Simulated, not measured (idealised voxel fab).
process module | voxel capacitor over wiring
cross-section cut | 245 nm wide | cells 5 nm
A cross-section is a grid of square cells, given in bands from the top down. A band is one or more rows of cells.
Each band's line starts with the height of the band's top and of its bottom, in nm. Then come its materials from left to right, each with its width in nm. One material with "throughout" fills the band from edge to edge. "air" is empty space.
Height 0 is the level under which the wafer as received is all one material. The lowest band goes on downwards, as in "0 down".
A width such as "30 to 40" changes by the same amount from each row of cells to the next, from the band's top row to its bottom row.
"no change" after a step means that no cell of the cross-section changed.
closed voids: empty space of 8 cells or more with no open way to the top, each as width x height at its distance from the left edge, in nm
after a step's settings: what the simulator itself notes on the step
overlay nm, on a step with a mask: how far to the right of its planned place the mask lay; to the left if negative
plan
1 op RECEIVE | material Si
2 op CONFORMAL_DEP | material SiO2 | thk nm 15
3 op CONFORMAL_DEP | material SiCN | thk nm 5
4 op DIRECTIONAL_DEP | material SiO2 | thk nm 25
5 op DIRECTIONAL_DEP | material aC | thk nm 15
6 op PATTERN | tone open | mask id METAL_1 | material resist | width nm 25 | pitch nm 80 | thk nm 30 | overlay nm 0
7 op DIRECTIONAL_ETCH | etch materials aC | depth nm 15
8 op STRIP | etch materials resist
9 op DIRECTIONAL_ETCH | etch materials SiO2 | depth nm 25
10 op DIRECTIONAL_ETCH | etch materials SiCN | depth nm 5
11 op STRIP | etch materials aC
12 op CONFORMAL_DEP | material TiN | thk nm 5
13 op FILL_DEP | material Cu | thk nm 5
14 op CMP | height nm 45
15 op CONFORMAL_DEP | material SiCN | thk nm 5
16 op DIRECTIONAL_DEP | material SiO2 | thk nm 10
17 op DIRECTIONAL_DEP | material aC | thk nm 10
18 op PATTERN | tone open | mask id PLUG_1 | material resist | width nm 15 | thk nm 25 | overlay nm 0
19 op DIRECTIONAL_ETCH | etch materials aC | depth nm 10
20 op STRIP | etch materials resist
21 op DIRECTIONAL_ETCH | etch materials SiO2 | depth nm 10
22 op DIRECTIONAL_ETCH | etch materials SiCN | depth nm 5
23 op STRIP | etch materials aC
24 op CONFORMAL_DEP | material TiN | thk nm 5
25 op FILL_DEP | material Ru | thk nm 5
26 op CMP | height nm 60
27 op DIRECTIONAL_DEP | material TiN | thk nm 10
28 op DIRECTIONAL_DEP | material HfO2 | thk nm 5
29 op DIRECTIONAL_DEP | material TiN | thk nm 5
30 op DIRECTIONAL_DEP | material aC | thk nm 15
31 op PATTERN | tone cover | mask id UPPER_PLATE | material resist | width nm 60 | thk nm 30 | overlay nm 0
32 op DIRECTIONAL_ETCH | etch materials aC | depth nm 15
33 op STRIP | etch materials resist
34 op DIRECTIONAL_ETCH | etch materials TiN | depth nm 5
35 op DIRECTIONAL_ETCH | etch materials HfO2 | depth nm 5
36 op STRIP | etch materials aC
37 op PATTERN | tone cover | mask id LOWER_PLATE | material resist | width nm 70 | thk nm 20 | overlay nm 0
38 op DIRECTIONAL_ETCH | etch materials TiN | depth nm 10
39 op STRIP | etch materials resist
40 op FILL_DEP | material SiO2 | thk nm 20
41 op CMP | height nm 95
42 op PATTERN | tone open | mask id PLUG_2 | material resist | width nm 15 | thk nm 20 | overlay nm 0
43 op DIRECTIONAL_ETCH | etch materials SiO2 | depth nm 15
44 op STRIP | etch materials resist
45 op CONFORMAL_DEP | material TiN | thk nm 5
46 op FILL_DEP | material Ru | thk nm 5
47 op CMP | height nm 95
48 op CONFORMAL_DEP | material SiCN | thk nm 5
as received, after step 1
  0 down: Si throughout
  closed voids: none
a wafer at the end: this start, this plan, one mistake
  100 to 95: SiCN throughout
  95 to 85: SiO2 90 | TiN 5 | Ru 5 | TiN 5 | SiO2 140
  85 to 75: SiO2 90 to 80 | TiN 15 to 60 | SiO2 140 to 105
  75 to 70: SiO2 80 | HfO2 60 | SiO2 105
  70 to 60: SiO2 75 | TiN 70 | SiO2 100
  60 to 50: SiO2 80 | TiN 5 | Ru 5 | TiN 5 | SiO2 150
  50 to 45: SiCN 80 | TiN 15 | SiCN 150
  45 to 20: SiO2 65 | TiN 5 | Cu 15 | TiN 5 | SiO2 55 | TiN 5 | Cu 15 | TiN 5 | SiO2 75
  20 to 15: SiCN 65 | TiN 25 | SiCN 55 | TiN 25 | SiCN 75
  15 to 0: SiO2 throughout
  0 down: Si throughout
  closed voids: none
what went wrong: step 6 ran as: op PATTERN | tone open | mask id METAL_1 | material resist | width nm 25 | pitch nm 80 | thk nm 30 | overlay nm -5
